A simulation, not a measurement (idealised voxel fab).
Process module under the name voxel wiring stack
Square cells of 5 nm make up the cross-section cut, whose width is 205 nm.
For the purposes of this document, a cross-section shall be understood as a grid of square cells, specified as bands listed in top-to-bottom order, each band consisting of one or more rows of cells.
For a band, the entry starts with two heights in nm, that of the top and then that of the bottom, and carries on with the band's materials in order from left to right, each alongside its width in nm; the word "edge to edge" beside a single material means it fills the band edge to edge, and "air" means empty space.
All heights in this document are referenced to 0, defined as the level beneath which the wafer, as received, consists entirely of one material. The lowest band is not bounded below; it extends indefinitely downward and is written in the form "z 0 and below".
Note: "30->40" means the width goes from the first number (top row of the band) to the second number (bottom row) in equal steps per row of cells.
"remained the same" means the step left every cell of the cross-section as it was.
"Closed void entries" - sealed voids, min. 8 cells, no opening to top; format: width x height at distance (distance from left edge; nm throughout).
Post-settings text on a step line: simulator's own remark regarding the step.
"overlay nm" on a masked step: distance the mask lay right of its planned place, negative for left.
List of planned process steps
step 1: RECEIVE: material Si
step 2: CONFORMAL_DEP: material SiO2, thk nm 10
step 3: DIRECTIONAL_DEP: material TiN, thk nm 5
step 4: DIRECTIONAL_DEP: material W, thk nm 25
step 5: DIRECTIONAL_DEP: material aC, thk nm 15
step 6: PATTERN: tone cover, mask id METAL_1, material resist, width nm 20, pitch nm 40, thk nm 35, overlay nm 0
step 7: DIRECTIONAL_ETCH: etch materials aC, depth nm 15
step 8: STRIP: etch materials resist
step 9: DIRECTIONAL_ETCH: etch materials W, depth nm 25
step 10: DIRECTIONAL_ETCH: etch materials TiN, depth nm 5
step 11: STRIP: etch materials aC
step 12: FILL_DEP: material SiO2, thk nm 5
step 13: CMP: height nm 40
step 14: CONFORMAL_DEP: material SiCN, thk nm 5
step 15: DIRECTIONAL_DEP: material SiO2, thk nm 30
step 16: MASKED_ETCH: tone open, mask id METAL_2_HOLES, width nm 15, pitch nm 40, etch materials SiO2, depth nm 30, overlay nm 0
step 17: MASKED_ETCH: tone open, mask id METAL_2, width nm 20, pitch nm 40, etch materials SiO2, depth nm 20, overlay nm 0
step 18: MASKED_ETCH: tone open, mask id METAL_2, width nm 20, pitch nm 40, etch materials SiCN, depth nm 5, overlay nm 0
step 19: CONFORMAL_DEP: material TiN, thk nm 5
step 20: FILL_DEP: material Ru, thk nm 5
step 21: CMP: height nm 75
step 22: CONFORMAL_DEP: material SiCN, thk nm 5
step 23: DIRECTIONAL_DEP: material SiO2, thk nm 20
step 24: MASKED_ETCH: tone open, mask id PLUG_2, width nm 15, pitch nm 80, etch materials SiO2, depth nm 20, overlay nm 0
step 25: MASKED_ETCH: tone open, mask id PLUG_2, width nm 15, pitch nm 80, etch materials SiCN, depth nm 5, overlay nm 0
step 26: CONFORMAL_DEP: material TiN, thk nm 5
step 27: FILL_DEP: material W, thk nm 10
step 28: CMP: height nm 100
step 29: CONFORMAL_DEP: material SiN, thk nm 5
step 30: DIRECTIONAL_DEP: material lowk, thk nm 20
step 31: MASKED_ETCH: tone open, mask id METAL_3, width nm 20, pitch nm 40, etch materials lowk, depth nm 20, overlay nm 0
step 32: MASKED_ETCH: tone open, mask id METAL_3, width nm 20, pitch nm 40, etch materials SiN, depth nm 5, overlay nm 0
step 33: CONFORMAL_DEP: material TiN, thk nm 5
step 34: FILL_DEP: material Cu, thk nm 5
step 35: CMP: height nm 125
step 36: CONFORMAL_DEP: material SiCN, thk nm 5
Account of the first of two wafers, which was processed as intended
Delivered wafer in cross-section: state after step 1
z 0 and below | Si edge to edge
Closed void entries: none
So this is the wafer cross-section right after step 2
z 10 to 0 | SiO2 edge to edge
Whatever lies below 0 is exactly as it was before.
So this is the wafer cross-section right after step 3
z 15 to 10 | TiN edge to edge
Whatever lies below 10 is exactly as it was before.
So this is the wafer cross-section right after step 4
z 40 to 15 | W edge to edge
Whatever lies below 15 is exactly as it was before.
So this is the wafer cross-section right after step 5
z 55 to 40 | aC edge to edge
Whatever lies below 40 is exactly as it was before.
So this is the wafer cross-section right after step 6
z 90 to 55 | 30 nm air | 20 nm resist | 20 nm air | 20 nm resist | 20 nm air | 20 nm resist | 20 nm air | 20 nm resist | 35 nm air
Whatever lies below 55 is exactly as it was before.
So this is the wafer cross-section right after step 7
z 75 to 55 | 30 nm air | 20 nm resist | 20 nm air | 20 nm resist | 20 nm air | 20 nm resist | 20 nm air | 20 nm resist | 35 nm air
z 55 to 40 | 30 nm air | 20 nm aC | 20 nm air | 20 nm aC | 20 nm air | 20 nm aC | 20 nm air | 20 nm aC | 35 nm air
Whatever lies below 40 is exactly as it was before.
So this is the wafer cross-section right after step 8
z 55 to 40 | 30 nm air | 20 nm aC | 20 nm air | 20 nm aC | 20 nm air | 20 nm aC | 20 nm air | 20 nm aC | 35 nm air
Whatever lies below 40 is exactly as it was before.
So this is the wafer cross-section right after step 9
z 55 to 40 | 30 nm air | 20 nm aC | 20 nm air | 20 nm aC | 20 nm air | 20 nm aC | 20 nm air | 20 nm aC | 35 nm air
z 40 to 15 | 30 nm air | 20 nm W | 20 nm air | 20 nm W | 20 nm air | 20 nm W | 20 nm air | 20 nm W | 35 nm air
Whatever lies below 15 is exactly as it was before.
So this is the wafer cross-section right after step 10
z 55 to 40 | 30 nm air | 20 nm aC | 20 nm air | 20 nm aC | 20 nm air | 20 nm aC | 20 nm air | 20 nm aC | 35 nm air
z 40 to 15 | 30 nm air | 20 nm W | 20 nm air | 20 nm W | 20 nm air | 20 nm W | 20 nm air | 20 nm W | 35 nm air
z 15 to 10 | 30 nm air | 20 nm TiN | 20 nm air | 20 nm TiN | 20 nm air | 20 nm TiN | 20 nm air | 20 nm TiN | 35 nm air
Whatever lies below 10 is exactly as it was before.
So this is the wafer cross-section right after step 11
z 40 to 15 | 30 nm air | 20 nm W | 20 nm air | 20 nm W | 20 nm air | 20 nm W | 20 nm air | 20 nm W | 35 nm air
Whatever lies below 15 is exactly as it was before.
So this is the wafer cross-section right after step 12
z 45 to 40 | SiO2 edge to edge
z 40 to 15 | 30 nm SiO2 | 20 nm W | 20 nm SiO2 | 20 nm W | 20 nm SiO2 | 20 nm W | 20 nm SiO2 | 20 nm W | 35 nm SiO2
z 15 to 10 | 30 nm SiO2 | 20 nm TiN | 20 nm SiO2 | 20 nm TiN | 20 nm SiO2 | 20 nm TiN | 20 nm SiO2 | 20 nm TiN | 35 nm SiO2
Whatever lies below 10 is exactly as it was before.
So this is the wafer cross-section right after step 13
z 40 to 15 | 30 nm SiO2 | 20 nm W | 20 nm SiO2 | 20 nm W | 20 nm SiO2 | 20 nm W | 20 nm SiO2 | 20 nm W | 35 nm SiO2
Whatever lies below 15 is exactly as it was before.
So this is the wafer cross-section right after step 14
z 45 to 40 | SiCN edge to edge
Whatever lies below 40 is exactly as it was before.
So this is the wafer cross-section right after step 15
z 75 to 45 | SiO2 edge to edge
Whatever lies below 45 is exactly as it was before.
So this is the wafer cross-section right after step 16
z 75 to 45 | 30 nm SiO2 | 15 nm air | 25 nm SiO2 | 15 nm air | 25 nm SiO2 | 15 nm air | 25 nm SiO2 | 15 nm air | 40 nm SiO2
Whatever lies below 45 is exactly as it was before.
So this is the wafer cross-section right after step 17
z 75 to 55 | 30 nm SiO2 | 20 nm air | 20 nm SiO2 | 20 nm air | 20 nm SiO2 | 20 nm air | 20 nm SiO2 | 20 nm air | 35 nm SiO2
Whatever lies below 55 is exactly as it was before.
So this is the wafer cross-section right after step 18
z 75 to 55 | 30 nm SiO2 | 20 nm air | 20 nm SiO2 | 20 nm air | 20 nm SiO2 | 20 nm air | 20 nm SiO2 | 20 nm air | 35 nm SiO2
z 55 to 45 | 30 nm SiO2 | 15 nm air | 25 nm SiO2 | 15 nm air | 25 nm SiO2 | 15 nm air | 25 nm SiO2 | 15 nm air | 40 nm SiO2
z 45 to 40 | 30 nm SiCN | 15 nm air | 25 nm SiCN | 15 nm air | 25 nm SiCN | 15 nm air | 25 nm SiCN | 15 nm air | 40 nm SiCN
Whatever lies below 40 is exactly as it was before.
So this is the wafer cross-section right after step 19
z 80 to 75 | 35 nm TiN | 10 nm air | 30 nm TiN | 10 nm air | 30 nm TiN | 10 nm air | 30 nm TiN | 10 nm air | 40 nm TiN
z 75 to 60 | 30 nm SiO2 | 5 nm TiN | 10 nm air | 5 nm TiN | 20 nm SiO2 | 5 nm TiN | 10 nm air | 5 nm TiN | 20 nm SiO2 | 5 nm TiN | 10 nm air | 5 nm TiN | 20 nm SiO2 | 5 nm TiN | 10 nm air | 5 nm TiN | 35 nm SiO2
z 60 to 55 | 30 nm SiO2 | 5 nm TiN | 5 nm air | 10 nm TiN | 20 nm SiO2 | 5 nm TiN | 5 nm air | 10 nm TiN | 20 nm SiO2 | 5 nm TiN | 5 nm air | 10 nm TiN | 20 nm SiO2 | 5 nm TiN | 5 nm air | 10 nm TiN | 35 nm SiO2
z 55 to 45 | 30 nm SiO2 | 5 nm TiN | 5 nm air | 5 nm TiN | 25 nm SiO2 | 5 nm TiN | 5 nm air | 5 nm TiN | 25 nm SiO2 | 5 nm TiN | 5 nm air | 5 nm TiN | 25 nm SiO2 | 5 nm TiN | 5 nm air | 5 nm TiN | 40 nm SiO2
z 45 to 40 | 30 nm SiCN | 15 nm TiN | 25 nm SiCN | 15 nm TiN | 25 nm SiCN | 15 nm TiN | 25 nm SiCN | 15 nm TiN | 40 nm SiCN
Whatever lies below 40 is exactly as it was before.
So this is the wafer cross-section right after step 20
z 85 to 80 | Ru edge to edge
z 80 to 75 | 35 nm TiN | 10 nm Ru | 30 nm TiN | 10 nm Ru | 30 nm TiN | 10 nm Ru | 30 nm TiN | 10 nm Ru | 40 nm TiN
z 75 to 60 | 30 nm SiO2 | 5 nm TiN | 10 nm Ru | 5 nm TiN | 20 nm SiO2 | 5 nm TiN | 10 nm Ru | 5 nm TiN | 20 nm SiO2 | 5 nm TiN | 10 nm Ru | 5 nm TiN | 20 nm SiO2 | 5 nm TiN | 10 nm Ru | 5 nm TiN | 35 nm SiO2
z 60 to 55 | 30 nm SiO2 | 5 nm TiN | 5 nm Ru | 10 nm TiN | 20 nm SiO2 | 5 nm TiN | 5 nm Ru | 10 nm TiN | 20 nm SiO2 | 5 nm TiN | 5 nm Ru | 10 nm TiN | 20 nm SiO2 | 5 nm TiN | 5 nm Ru | 10 nm TiN | 35 nm SiO2
z 55 to 45 | 30 nm SiO2 | 5 nm TiN | 5 nm Ru | 5 nm TiN | 25 nm SiO2 | 5 nm TiN | 5 nm Ru | 5 nm TiN | 25 nm SiO2 | 5 nm TiN | 5 nm Ru | 5 nm TiN | 25 nm SiO2 | 5 nm TiN | 5 nm Ru | 5 nm TiN | 40 nm SiO2
Whatever lies below 45 is exactly as it was before.
So this is the wafer cross-section right after step 21
z 75 to 60 | 30 nm SiO2 | 5 nm TiN | 10 nm Ru | 5 nm TiN | 20 nm SiO2 | 5 nm TiN | 10 nm Ru | 5 nm TiN | 20 nm SiO2 | 5 nm TiN | 10 nm Ru | 5 nm TiN | 20 nm SiO2 | 5 nm TiN | 10 nm Ru | 5 nm TiN | 35 nm SiO2
Whatever lies below 60 is exactly as it was before.
So this is the wafer cross-section right after step 22
z 80 to 75 | SiCN edge to edge
Whatever lies below 75 is exactly as it was before.
So this is the wafer cross-section right after step 23
z 100 to 80 | SiO2 edge to edge
Whatever lies below 80 is exactly as it was before.
So this is the wafer cross-section right after step 24
z 100 to 80 | 30 nm SiO2 | 15 nm air | 65 nm SiO2 | 15 nm air | 80 nm SiO2
Whatever lies below 80 is exactly as it was before.
So this is the wafer cross-section right after step 25
z 100 to 80 | 30 nm SiO2 | 15 nm air | 65 nm SiO2 | 15 nm air | 80 nm SiO2
z 80 to 75 | 30 nm SiCN | 15 nm air | 65 nm SiCN | 15 nm air | 80 nm SiCN
Whatever lies below 75 is exactly as it was before.
So this is the wafer cross-section right after step 26
z 105 to 100 | 35 nm TiN | 5 nm air | 75 nm TiN | 5 nm air | 85 nm TiN
z 100 to 80 | 30 nm SiO2 | 5 nm TiN | 5 nm air | 5 nm TiN | 65 nm SiO2 | 5 nm TiN | 5 nm air | 5 nm TiN | 80 nm SiO2
z 80 to 75 | 30 nm SiCN | 15 nm TiN | 65 nm SiCN | 15 nm TiN | 80 nm SiCN
Whatever lies below 75 is exactly as it was before.
So this is the wafer cross-section right after step 27
z 115 to 105 | W edge to edge
z 105 to 100 | 35 nm TiN | 5 nm W | 75 nm TiN | 5 nm W | 85 nm TiN
z 100 to 80 | 30 nm SiO2 | 5 nm TiN | 5 nm W | 5 nm TiN | 65 nm SiO2 | 5 nm TiN | 5 nm W | 5 nm TiN | 80 nm SiO2
Whatever lies below 80 is exactly as it was before.
So this is the wafer cross-section right after step 28
z 100 to 80 | 30 nm SiO2 | 5 nm TiN | 5 nm W | 5 nm TiN | 65 nm SiO2 | 5 nm TiN | 5 nm W | 5 nm TiN | 80 nm SiO2
Whatever lies below 80 is exactly as it was before.
So this is the wafer cross-section right after step 29
z 105 to 100 | SiN edge to edge
Whatever lies below 100 is exactly as it was before.
So this is the wafer cross-section right after step 30
z 125 to 105 | lowk edge to edge
Whatever lies below 105 is exactly as it was before.
So this is the wafer cross-section right after step 31
z 125 to 105 | 30 nm lowk | 20 nm air | 20 nm lowk | 20 nm air | 20 nm lowk | 20 nm air | 20 nm lowk | 20 nm air | 35 nm lowk
Whatever lies below 105 is exactly as it was before.
So this is the wafer cross-section right after step 32
z 125 to 105 | 30 nm lowk | 20 nm air | 20 nm lowk | 20 nm air | 20 nm lowk | 20 nm air | 20 nm lowk | 20 nm air | 35 nm lowk
z 105 to 100 | 30 nm SiN | 20 nm air | 20 nm SiN | 20 nm air | 20 nm SiN | 20 nm air | 20 nm SiN | 20 nm air | 35 nm SiN
Whatever lies below 100 is exactly as it was before.
So this is the wafer cross-section right after step 33
z 130 to 125 | 35 nm TiN | 10 nm air | 30 nm TiN | 10 nm air | 30 nm TiN | 10 nm air | 30 nm TiN | 10 nm air | 40 nm TiN
z 125 to 105 | 30 nm lowk | 5 nm TiN | 10 nm air | 5 nm TiN | 20 nm lowk | 5 nm TiN | 10 nm air | 5 nm TiN | 20 nm lowk | 5 nm TiN | 10 nm air | 5 nm TiN | 20 nm lowk | 5 nm TiN | 10 nm air | 5 nm TiN | 35 nm lowk
z 105 to 100 | 30 nm SiN | 20 nm TiN | 20 nm SiN | 20 nm TiN | 20 nm SiN | 20 nm TiN | 20 nm SiN | 20 nm TiN | 35 nm SiN
Whatever lies below 100 is exactly as it was before.
So this is the wafer cross-section right after step 34
z 135 to 130 | Cu edge to edge
z 130 to 125 | 35 nm TiN | 10 nm Cu | 30 nm TiN | 10 nm Cu | 30 nm TiN | 10 nm Cu | 30 nm TiN | 10 nm Cu | 40 nm TiN
z 125 to 105 | 30 nm lowk | 5 nm TiN | 10 nm Cu | 5 nm TiN | 20 nm lowk | 5 nm TiN | 10 nm Cu | 5 nm TiN | 20 nm lowk | 5 nm TiN | 10 nm Cu | 5 nm TiN | 20 nm lowk | 5 nm TiN | 10 nm Cu | 5 nm TiN | 35 nm lowk
Whatever lies below 105 is exactly as it was before.
So this is the wafer cross-section right after step 35
z 125 to 105 | 30 nm lowk | 5 nm TiN | 10 nm Cu | 5 nm TiN | 20 nm lowk | 5 nm TiN | 10 nm Cu | 5 nm TiN | 20 nm lowk | 5 nm TiN | 10 nm Cu | 5 nm TiN | 20 nm lowk | 5 nm TiN | 10 nm Cu | 5 nm TiN | 35 nm lowk
Whatever lies below 105 is exactly as it was before.
So this is the wafer cross-section right after step 36
z 130 to 125 | SiCN edge to edge
Whatever lies below 125 is exactly as it was before.
The Second Wafer: Common Origin and Plan, One Mistake in Execution, Identical to the First Through Step 16
At the planned end of step 17, the second wafer in cross-section
z 75 to 50 | 30 nm SiO2 | 20 nm air | 20 nm SiO2 | 20 nm air | 20 nm SiO2 | 20 nm air | 20 nm SiO2 | 20 nm air | 35 nm SiO2
Whatever lies below 50 is exactly as it was before.
At the planned end of step 18, the second wafer in cross-section
z 75 to 50 | 30 nm SiO2 | 20 nm air | 20 nm SiO2 | 20 nm air | 20 nm SiO2 | 20 nm air | 20 nm SiO2 | 20 nm air | 35 nm SiO2
z 50 to 45 | 30 nm SiO2 | 15 nm air | 25 nm SiO2 | 15 nm air | 25 nm SiO2 | 15 nm air | 25 nm SiO2 | 15 nm air | 40 nm SiO2
z 45 to 40 | 30 nm SiCN | 15 nm air | 25 nm SiCN | 15 nm air | 25 nm SiCN | 15 nm air | 25 nm SiCN | 15 nm air | 40 nm SiCN
Whatever lies below 40 is exactly as it was before.
At the planned end of step 19, the second wafer in cross-section
z 80 to 75 | 35 nm TiN | 10 nm air | 30 nm TiN | 10 nm air | 30 nm TiN | 10 nm air | 30 nm TiN | 10 nm air | 40 nm TiN
z 75 to 55 | 30 nm SiO2 | 5 nm TiN | 10 nm air | 5 nm TiN | 20 nm SiO2 | 5 nm TiN | 10 nm air | 5 nm TiN | 20 nm SiO2 | 5 nm TiN | 10 nm air | 5 nm TiN | 20 nm SiO2 | 5 nm TiN | 10 nm air | 5 nm TiN | 35 nm SiO2
z 55 to 45 | 30 nm SiO2 | 5 nm TiN | 5 nm air | 10->5 nm TiN | 20->25 nm SiO2 | 5 nm TiN | 5 nm air | 10->5 nm TiN | 20->25 nm SiO2 | 5 nm TiN | 5 nm air | 10->5 nm TiN | 20->25 nm SiO2 | 5 nm TiN | 5 nm air | 10->5 nm TiN | 35->40 nm SiO2
z 45 to 40 | 30 nm SiCN | 15 nm TiN | 25 nm SiCN | 15 nm TiN | 25 nm SiCN | 15 nm TiN | 25 nm SiCN | 15 nm TiN | 40 nm SiCN
Whatever lies below 40 is exactly as it was before.
At the planned end of step 20, the second wafer in cross-section
z 85 to 80 | Ru edge to edge
z 80 to 75 | 35 nm TiN | 10 nm Ru | 30 nm TiN | 10 nm Ru | 30 nm TiN | 10 nm Ru | 30 nm TiN | 10 nm Ru | 40 nm TiN
z 75 to 55 | 30 nm SiO2 | 5 nm TiN | 10 nm Ru | 5 nm TiN | 20 nm SiO2 | 5 nm TiN | 10 nm Ru | 5 nm TiN | 20 nm SiO2 | 5 nm TiN | 10 nm Ru | 5 nm TiN | 20 nm SiO2 | 5 nm TiN | 10 nm Ru | 5 nm TiN | 35 nm SiO2
z 55 to 45 | 30 nm SiO2 | 5 nm TiN | 5 nm Ru | 10->5 nm TiN | 20->25 nm SiO2 | 5 nm TiN | 5 nm Ru | 10->5 nm TiN | 20->25 nm SiO2 | 5 nm TiN | 5 nm Ru | 10->5 nm TiN | 20->25 nm SiO2 | 5 nm TiN | 5 nm Ru | 10->5 nm TiN | 35->40 nm SiO2
Whatever lies below 45 is exactly as it was before.
At the planned end of step 21, the second wafer in cross-section
z 75 to 55 | 30 nm SiO2 | 5 nm TiN | 10 nm Ru | 5 nm TiN | 20 nm SiO2 | 5 nm TiN | 10 nm Ru | 5 nm TiN | 20 nm SiO2 | 5 nm TiN | 10 nm Ru | 5 nm TiN | 20 nm SiO2 | 5 nm TiN | 10 nm Ru | 5 nm TiN | 35 nm SiO2
Whatever lies below 55 is exactly as it was before.
At the planned end of step 22, the second wafer in cross-section
z 80 to 75 | SiCN edge to edge
Whatever lies below 75 is exactly as it was before.
At the planned end of step 23, the second wafer in cross-section
z 100 to 80 | SiO2 edge to edge
Whatever lies below 80 is exactly as it was before.
At the planned end of step 24, the second wafer in cross-section
z 100 to 80 | 30 nm SiO2 | 15 nm air | 65 nm SiO2 | 15 nm air | 80 nm SiO2
Whatever lies below 80 is exactly as it was before.
At the planned end of step 25, the second wafer in cross-section
z 100 to 80 | 30 nm SiO2 | 15 nm air | 65 nm SiO2 | 15 nm air | 80 nm SiO2
z 80 to 75 | 30 nm SiCN | 15 nm air | 65 nm SiCN | 15 nm air | 80 nm SiCN
Whatever lies below 75 is exactly as it was before.
At the planned end of step 26, the second wafer in cross-section
z 105 to 100 | 35 nm TiN | 5 nm air | 75 nm TiN | 5 nm air | 85 nm TiN
z 100 to 80 | 30 nm SiO2 | 5 nm TiN | 5 nm air | 5 nm TiN | 65 nm SiO2 | 5 nm TiN | 5 nm air | 5 nm TiN | 80 nm SiO2
z 80 to 75 | 30 nm SiCN | 15 nm TiN | 65 nm SiCN | 15 nm TiN | 80 nm SiCN
Whatever lies below 75 is exactly as it was before.
At the planned end of step 27, the second wafer in cross-section
z 115 to 105 | W edge to edge
z 105 to 100 | 35 nm TiN | 5 nm W | 75 nm TiN | 5 nm W | 85 nm TiN
z 100 to 80 | 30 nm SiO2 | 5 nm TiN | 5 nm W | 5 nm TiN | 65 nm SiO2 | 5 nm TiN | 5 nm W | 5 nm TiN | 80 nm SiO2
Whatever lies below 80 is exactly as it was before.
At the planned end of step 28, the second wafer in cross-section
z 100 to 80 | 30 nm SiO2 | 5 nm TiN | 5 nm W | 5 nm TiN | 65 nm SiO2 | 5 nm TiN | 5 nm W | 5 nm TiN | 80 nm SiO2
Whatever lies below 80 is exactly as it was before.
At the planned end of step 29, the second wafer in cross-section
z 105 to 100 | SiN edge to edge
Whatever lies below 100 is exactly as it was before.
At the planned end of step 30, the second wafer in cross-section
z 125 to 105 | lowk edge to edge
Whatever lies below 105 is exactly as it was before.
At the planned end of step 31, the second wafer in cross-section
z 125 to 105 | 30 nm lowk | 20 nm air | 20 nm lowk | 20 nm air | 20 nm lowk | 20 nm air | 20 nm lowk | 20 nm air | 35 nm lowk
Whatever lies below 105 is exactly as it was before.
At the planned end of step 32, the second wafer in cross-section
z 125 to 105 | 30 nm lowk | 20 nm air | 20 nm lowk | 20 nm air | 20 nm lowk | 20 nm air | 20 nm lowk | 20 nm air | 35 nm lowk
z 105 to 100 | 30 nm SiN | 20 nm air | 20 nm SiN | 20 nm air | 20 nm SiN | 20 nm air | 20 nm SiN | 20 nm air | 35 nm SiN
Whatever lies below 100 is exactly as it was before.
At the planned end of step 33, the second wafer in cross-section
z 130 to 125 | 35 nm TiN | 10 nm air | 30 nm TiN | 10 nm air | 30 nm TiN | 10 nm air | 30 nm TiN | 10 nm air | 40 nm TiN
z 125 to 105 | 30 nm lowk | 5 nm TiN | 10 nm air | 5 nm TiN | 20 nm lowk | 5 nm TiN | 10 nm air | 5 nm TiN | 20 nm lowk | 5 nm TiN | 10 nm air | 5 nm TiN | 20 nm lowk | 5 nm TiN | 10 nm air | 5 nm TiN | 35 nm lowk
z 105 to 100 | 30 nm SiN | 20 nm TiN | 20 nm SiN | 20 nm TiN | 20 nm SiN | 20 nm TiN | 20 nm SiN | 20 nm TiN | 35 nm SiN
Whatever lies below 100 is exactly as it was before.
At the planned end of step 34, the second wafer in cross-section
z 135 to 130 | Cu edge to edge
z 130 to 125 | 35 nm TiN | 10 nm Cu | 30 nm TiN | 10 nm Cu | 30 nm TiN | 10 nm Cu | 30 nm TiN | 10 nm Cu | 40 nm TiN
z 125 to 105 | 30 nm lowk | 5 nm TiN | 10 nm Cu | 5 nm TiN | 20 nm lowk | 5 nm TiN | 10 nm Cu | 5 nm TiN | 20 nm lowk | 5 nm TiN | 10 nm Cu | 5 nm TiN | 20 nm lowk | 5 nm TiN | 10 nm Cu | 5 nm TiN | 35 nm lowk
Whatever lies below 105 is exactly as it was before.
At the planned end of step 35, the second wafer in cross-section
z 125 to 105 | 30 nm lowk | 5 nm TiN | 10 nm Cu | 5 nm TiN | 20 nm lowk | 5 nm TiN | 10 nm Cu | 5 nm TiN | 20 nm lowk | 5 nm TiN | 10 nm Cu | 5 nm TiN | 20 nm lowk | 5 nm TiN | 10 nm Cu | 5 nm TiN | 35 nm lowk
Whatever lies below 105 is exactly as it was before.
At the planned end of step 36, the second wafer in cross-section
z 130 to 125 | SiCN edge to edge
Whatever lies below 125 is exactly as it was before.
Want to know what went wrong? in deviation from the planned setting, step 17 was conducted as MASKED_ETCH: tone open, mask id METAL_2, width nm 20, pitch nm 40, etch materials SiO2, depth nm 25, overlay nm 0
at the end the second wafer has, in cells: Ru +4; SiO2 -4
